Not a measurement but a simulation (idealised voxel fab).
The name of this process module is voxel self aligned contacts.
cross-section cut | 245 nm wide | cells 5 nm
Bands, listed from the top down, are how a cross-section gets written in this document; the cross-section itself is a grid of square cells, and a band is one or more rows of them. First you get the band's top height and its bottom height, in nm, and then the materials it's made of, left to right, with each width in nm. If you see a single material with "full width", that one covers the band edge to edge. "blank" is empty space. Zero point of the height axis is 0; under it, received wafer = one material. Lowest band: continues down indefinitely, "0..down". Graded width ("30->40"): value in top row of band = first number; value in bottom row = second number; row-to-row change constant. "no modification" means the step left every cell of the cross-section as it was. The entry titled "Unvented cavities" provides the empty spaces that have no open way to the top, restricted to those of 8 cells or more. Each is presented as width x height at distance, the distance being measured from the left edge, with all three in nm. Whatever follows a step's settings on its line is a remark the simulator itself makes about that step. overlay nm: mask offset rightward from planned place, masked step; negative means leftward offset.
Process steps (planned):
1) RECEIVE, material Si
2) OXIDIZE, depth nm 5
3) DIRECTIONAL_DEP, material polySi, thk nm 30
4) DIRECTIONAL_DEP, material SiN, thk nm 20
5) DIRECTIONAL_DEP, material aC, thk nm 10
6) PATTERN, tone cover, mask id GATE, material resist, width nm 35, pitch nm 80, thk nm 30, overlay nm 0
7) DIRECTIONAL_ETCH, etch materials aC, depth nm 10
8) STRIP, etch materials resist
9) DIRECTIONAL_ETCH, etch materials SiN, depth nm 20
10) DIRECTIONAL_ETCH, etch materials polySi, depth nm 30
11) STRIP, etch materials aC
12) CONFORMAL_DEP, material SiN, thk nm 10
13) DIRECTIONAL_ETCH, etch materials SiN, depth nm 10
14) FILL_DEP, material SiO2, thk nm 10
15) CMP, height nm 55
16) MASKED_ETCH, tone open, mask id CONTACT, width nm 55, etch materials SiO2, depth nm 60, overlay nm 0
17) CONFORMAL_DEP, material TiN, thk nm 5
18) FILL_DEP, material Ru, thk nm 5
19) CMP, height nm 55
20) CONFORMAL_DEP, material SiN, thk nm 5
First wafer out of two, processed as planned:
Cross-section, incoming material, after step 1:
0..down = Si full width
Unvented cavities: none
So this is the wafer cross-section right after step 2:
0..-5 = SiO2 full width
At heights below -5, the structure remains unaltered.
So this is the wafer cross-section right after step 3:
30..0 = polySi full width
At heights below 0, the structure remains unaltered.
So this is the wafer cross-section right after step 4:
50..30 = SiN full width
At heights below 30, the structure remains unaltered.
So this is the wafer cross-section right after step 5:
60..50 = aC full width
At heights below 50, the structure remains unaltered.
So this is the wafer cross-section right after step 6:
90..60 = 65 of blank; 35 of resist; 45 of blank; 35 of resist; 65 of blank
At heights below 60, the structure remains unaltered.
So this is the wafer cross-section right after step 7:
80..60 = 65 of blank; 35 of resist; 45 of blank; 35 of resist; 65 of blank
60..50 = 65 of blank; 35 of aC; 45 of blank; 35 of aC; 65 of blank
At heights below 50, the structure remains unaltered.
So this is the wafer cross-section right after step 8:
60..50 = 65 of blank; 35 of aC; 45 of blank; 35 of aC; 65 of blank
At heights below 50, the structure remains unaltered.
So this is the wafer cross-section right after step 9:
60..50 = 65 of blank; 35 of aC; 45 of blank; 35 of aC; 65 of blank
50..30 = 65 of blank; 35 of SiN; 45 of blank; 35 of SiN; 65 of blank
At heights below 30, the structure remains unaltered.
So this is the wafer cross-section right after step 10:
60..50 = 65 of blank; 35 of aC; 45 of blank; 35 of aC; 65 of blank
50..30 = 65 of blank; 35 of SiN; 45 of blank; 35 of SiN; 65 of blank
30..0 = 65 of blank; 35 of polySi; 45 of blank; 35 of polySi; 65 of blank
At heights below 0, the structure remains unaltered.
So this is the wafer cross-section right after step 11:
50..30 = 65 of blank; 35 of SiN; 45 of blank; 35 of SiN; 65 of blank
At heights below 30, the structure remains unaltered.
So this is the wafer cross-section right after step 12:
60..30 = 55 of blank; 55 of SiN; 25 of blank; 55 of SiN; 55 of blank
30..10 = 55 of blank; 10 of SiN; 35 of polySi; 10 of SiN; 25 of blank; 10 of SiN; 35 of polySi; 10 of SiN; 55 of blank
10..0 = 65 of SiN; 35 of polySi; 45 of SiN; 35 of polySi; 65 of SiN
At heights below 0, the structure remains unaltered.
So this is the wafer cross-section right after step 13:
50..30 = 55 of blank; 55 of SiN; 25 of blank; 55 of SiN; 55 of blank
30..0 = 55 of blank; 10 of SiN; 35 of polySi; 10 of SiN; 25 of blank; 10 of SiN; 35 of polySi; 10 of SiN; 55 of blank
At heights below 0, the structure remains unaltered.
So this is the wafer cross-section right after step 14:
60..50 = SiO2 full width
50..30 = 55 of SiO2; 55 of SiN; 25 of SiO2; 55 of SiN; 55 of SiO2
30..0 = 55 of SiO2; 10 of SiN; 35 of polySi; 10 of SiN; 25 of SiO2; 10 of SiN; 35 of polySi; 10 of SiN; 55 of SiO2
At heights below 0, the structure remains unaltered.
So this is the wafer cross-section right after step 15:
55..50 = SiO2 full width
At heights below 50, the structure remains unaltered.
So this is the wafer cross-section right after step 16:
55..50 = 95 of SiO2; 55 of blank; 95 of SiO2
50..30 = 55 of SiO2; 55 of SiN; 25 of blank; 55 of SiN; 55 of SiO2
30..0 = 55 of SiO2; 10 of SiN; 35 of polySi; 10 of SiN; 25 of blank; 10 of SiN; 35 of polySi; 10 of SiN; 55 of SiO2
0..-5 = 110 of SiO2; 25 of blank; 110 of SiO2
At heights below -5, the structure remains unaltered.
So this is the wafer cross-section right after step 17:
60..55 = 100 of TiN; 45 of blank; 100 of TiN
55..50 = 95 of SiO2; 20 of TiN; 15 of blank; 20 of TiN; 95 of SiO2
50..30 = 55 of SiO2; 55 of SiN; 5 of TiN; 15 of blank; 5 of TiN; 55 of SiN; 55 of SiO2
30..0 = 55 of SiO2; 10 of SiN; 35 of polySi; 10 of SiN; 5 of TiN; 15 of blank; 5 of TiN; 10 of SiN; 35 of polySi; 10 of SiN; 55 of SiO2
0..-5 = 110 of SiO2; 25 of TiN; 110 of SiO2
At heights below -5, the structure remains unaltered.
So this is the wafer cross-section right after step 18:
65..60 = Ru full width
60..55 = 100 of TiN; 45 of Ru; 100 of TiN
55..50 = 95 of SiO2; 20 of TiN; 15 of Ru; 20 of TiN; 95 of SiO2
50..30 = 55 of SiO2; 55 of SiN; 5 of TiN; 15 of Ru; 5 of TiN; 55 of SiN; 55 of SiO2
30..0 = 55 of SiO2; 10 of SiN; 35 of polySi; 10 of SiN; 5 of TiN; 15 of Ru; 5 of TiN; 10 of SiN; 35 of polySi; 10 of SiN; 55 of SiO2
At heights below 0, the structure remains unaltered.
So this is the wafer cross-section right after step 19:
55..50 = 95 of SiO2; 20 of TiN; 15 of Ru; 20 of TiN; 95 of SiO2
At heights below 50, the structure remains unaltered.
So this is the wafer cross-section right after step 20:
60..55 = SiN full width
At heights below 55, the structure remains unaltered.
Wafer two of two - same starting point, same process plan, one mistake in execution; matches wafer one up to and including step 2:
Cross-sectional representation of the second wafer at the time designated in the plan for the completion of step 3:
60..0 = polySi full width
At heights below 0, the structure remains unaltered.
Cross-sectional representation of the second wafer at the time designated in the plan for the completion of step 4:
80..60 = SiN full width
At heights below 60, the structure remains unaltered.
Cross-sectional representation of the second wafer at the time designated in the plan for the completion of step 5:
90..80 = aC full width
At heights below 80, the structure remains unaltered.
Cross-sectional representation of the second wafer at the time designated in the plan for the completion of step 6:
120..90 = 65 of blank; 35 of resist; 45 of blank; 35 of resist; 65 of blank
At heights below 90, the structure remains unaltered.
Cross-sectional representation of the second wafer at the time designated in the plan for the completion of step 7:
110..90 = 65 of blank; 35 of resist; 45 of blank; 35 of resist; 65 of blank
90..80 = 65 of blank; 35 of aC; 45 of blank; 35 of aC; 65 of blank
At heights below 80, the structure remains unaltered.
Cross-sectional representation of the second wafer at the time designated in the plan for the completion of step 8:
90..80 = 65 of blank; 35 of aC; 45 of blank; 35 of aC; 65 of blank
At heights below 80, the structure remains unaltered.
Cross-sectional representation of the second wafer at the time designated in the plan for the completion of step 9:
90..80 = 65 of blank; 35 of aC; 45 of blank; 35 of aC; 65 of blank
80..60 = 65 of blank; 35 of SiN; 45 of blank; 35 of SiN; 65 of blank
At heights below 60, the structure remains unaltered.
Cross-sectional representation of the second wafer at the time designated in the plan for the completion of step 10:
90..80 = 65 of blank; 35 of aC; 45 of blank; 35 of aC; 65 of blank
80..60 = 65 of blank; 35 of SiN; 45 of blank; 35 of SiN; 65 of blank
60..30 = 65 of blank; 35 of polySi; 45 of blank; 35 of polySi; 65 of blank
At heights below 30, the structure remains unaltered.
Cross-sectional representation of the second wafer at the time designated in the plan for the completion of step 11:
80..60 = 65 of blank; 35 of SiN; 45 of blank; 35 of SiN; 65 of blank
At heights below 60, the structure remains unaltered.
Cross-sectional representation of the second wafer at the time designated in the plan for the completion of step 12:
90..60 = 55 of blank; 55 of SiN; 25 of blank; 55 of SiN; 55 of blank
60..40 = 55 of blank; 10 of SiN; 35 of polySi; 10 of SiN; 25 of blank; 10 of SiN; 35 of polySi; 10 of SiN; 55 of blank
40..30 = 65 of SiN; 35 of polySi; 45 of SiN; 35 of polySi; 65 of SiN
At heights below 30, the structure remains unaltered.
Cross-sectional representation of the second wafer at the time designated in the plan for the completion of step 13:
80..60 = 55 of blank; 55 of SiN; 25 of blank; 55 of SiN; 55 of blank
60..30 = 55 of blank; 10 of SiN; 35 of polySi; 10 of SiN; 25 of blank; 10 of SiN; 35 of polySi; 10 of SiN; 55 of blank
At heights below 30, the structure remains unaltered.
Cross-sectional representation of the second wafer at the time designated in the plan for the completion of step 14:
90..80 = SiO2 full width
80..60 = 55 of SiO2; 55 of SiN; 25 of SiO2; 55 of SiN; 55 of SiO2
60..30 = 55 of SiO2; 10 of SiN; 35 of polySi; 10 of SiN; 25 of SiO2; 10 of SiN; 35 of polySi; 10 of SiN; 55 of SiO2
At heights below 30, the structure remains unaltered.
Cross-sectional representation of the second wafer at the time designated in the plan for the completion of step 15:
55..30 = 55 of SiO2; 10 of SiN; 35 of polySi; 10 of SiN; 25 of SiO2; 10 of SiN; 35 of polySi; 10 of SiN; 55 of SiO2
At heights below 30, the structure remains unaltered.
Cross-sectional representation of the second wafer at the time designated in the plan for the completion of step 16:
55..30 = 55 of SiO2; 10 of SiN; 35 of polySi; 10 of SiN; 25 of blank; 10 of SiN; 35 of polySi; 10 of SiN; 55 of SiO2
At heights below 30, the structure remains unaltered.
Cross-sectional representation of the second wafer at the time designated in the plan for the completion of step 17:
60..55 = 115 of TiN; 15 of blank; 115 of TiN
55..35 = 55 of SiO2; 10 of SiN; 35 of polySi; 10 of SiN; 5 of TiN; 15 of blank; 5 of TiN; 10 of SiN; 35 of polySi; 10 of SiN; 55 of SiO2
35..30 = 55 of SiO2; 10 of SiN; 35 of polySi; 10 of SiN; 25 of TiN; 10 of SiN; 35 of polySi; 10 of SiN; 55 of SiO2
At heights below 30, the structure remains unaltered.
Cross-sectional representation of the second wafer at the time designated in the plan for the completion of step 18:
65..60 = Ru full width
60..55 = 115 of TiN; 15 of Ru; 115 of TiN
55..35 = 55 of SiO2; 10 of SiN; 35 of polySi; 10 of SiN; 5 of TiN; 15 of Ru; 5 of TiN; 10 of SiN; 35 of polySi; 10 of SiN; 55 of SiO2
At heights below 35, the structure remains unaltered.
Cross-sectional representation of the second wafer at the time designated in the plan for the completion of step 19:
55..35 = 55 of SiO2; 10 of SiN; 35 of polySi; 10 of SiN; 5 of TiN; 15 of Ru; 5 of TiN; 10 of SiN; 35 of polySi; 10 of SiN; 55 of SiO2
At heights below 35, the structure remains unaltered.
Cross-sectional representation of the second wafer at the time designated in the plan for the completion of step 20:
60..55 = SiN full width
At heights below 55, the structure remains unaltered.
Heads up, the wafer didn't run the way we planned it: step 3 in the plan was executed twice
Final comparison by cell count, materials where the second wafer has more or fewer than the first: -21 Ru, -96 SiN, -143 SiO2, -20 TiN, +280 polySi
